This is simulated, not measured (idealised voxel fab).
Title: Process Module voxel self aligned contacts
Shown is cross-section cut, with a width of 230 nm and square cells of size 5 nm.
Cross-section spec: square-cell grid; bands listed top down; each band is one or more rows.
Top, bottom (nm), then materials left to right with widths (nm); lone material tagged "everywhere" fills the whole band edge to edge; "empty" = empty space.
Basically, 0 is our baseline, since under it the wafer straight out of the box is all one material. The bottom band has no lower end and keeps on going down, so it looks like "z 0 and below".
Width: "30..40" (first number = top row, second number = bottom row, same change from row to row of cells).
Any step labelled "all unchanged" changed none of the cells in the cross-section.
"Enclosed cavity list" lists enclosed empty spaces (at least 8 cells, no open path upward to the top), each as width x height at distance from the left edge, in nm.
Step line, after settings: the simulator's comment on this step.
overlay nm: on a step with a mask, how far right of its planned place the mask lay; negative means left.
Here's what the planned process steps look like
1 RECEIVE,material Si
2 CONFORMAL_DEP,material SiO2,thk nm 5
3 DIRECTIONAL_DEP,material polySi,thk nm 25
4 DIRECTIONAL_DEP,material SiN,thk nm 15
5 DIRECTIONAL_DEP,material aC,thk nm 10
6 PATTERN,tone cover,mask id GATE,material resist,width nm 35,pitch nm 60,thk nm 25,overlay nm 0
7 DIRECTIONAL_ETCH,etch materials aC,depth nm 10
8 STRIP,etch materials resist
9 DIRECTIONAL_ETCH,etch materials SiN,depth nm 15
10 DIRECTIONAL_ETCH,etch materials polySi,depth nm 25
11 STRIP,etch materials aC
12 CONFORMAL_DEP,material SiN,thk nm 5
13 DIRECTIONAL_ETCH,etch materials SiN,depth nm 5
14 FILL_DEP,material SiO2,thk nm 20
15 CMP,height nm 55
16 PATTERN,tone open,mask id CONTACT,material resist,width nm 35,pitch nm 60,thk nm 15,overlay nm 0
17 DIRECTIONAL_ETCH,etch materials SiO2,depth nm 55
18 STRIP,etch materials resist
19 CONFORMAL_DEP,material TiN,thk nm 5
20 FILL_DEP,material Ru,thk nm 5
21 CMP,height nm 55
22 CONFORMAL_DEP,material SiN,thk nm 5
Cross-section of the wafer upon arrival, representing the state reached after step 1
	z 0 and below  Si everywhere
	Enclosed cavity list: none
Final wafer profile in cross-section after the module, from the same start and plan as above, with one mistake made during processing
	z 60 to 55  SiN everywhere
	z 55 to 45  SiO2 65 nm, TiN 5 nm, Ru 25..5 nm, TiN 5..25 nm, SiO2 25 nm, TiN 5 nm, Ru 25..5 nm, TiN 5..25 nm, SiO2 70 nm
	z 45 to 30  SiO2 20 nm, SiN 45 nm, TiN 5 nm, Ru 5 nm, TiN 5 nm, SiN 45 nm, TiN 5 nm, Ru 5 nm, TiN 5 nm, SiN 45 nm, SiO2 45 nm
	z 30 to 5  SiO2 20 nm, SiN 5 nm, polySi 35 nm, SiN 5 nm, TiN 5 nm, Ru 5 nm, TiN 5 nm, SiN 5 nm, polySi 35 nm, SiN 5 nm, TiN 5 nm, Ru 5 nm, TiN 5 nm, SiN 5 nm, polySi 35 nm, SiN 5 nm, SiO2 45 nm
	z 5 to 0  SiO2 65 nm, TiN 15 nm, SiO2 45 nm, TiN 15 nm, SiO2 90 nm
	z 0 and below  Si everywhere
	Enclosed cavity list: none
Plan not followed: contrary to plan, step 6 was performed as PATTERN,tone cover,mask id GATE,material resist,width nm 35,pitch nm 60,thk nm 25,overlay nm -10
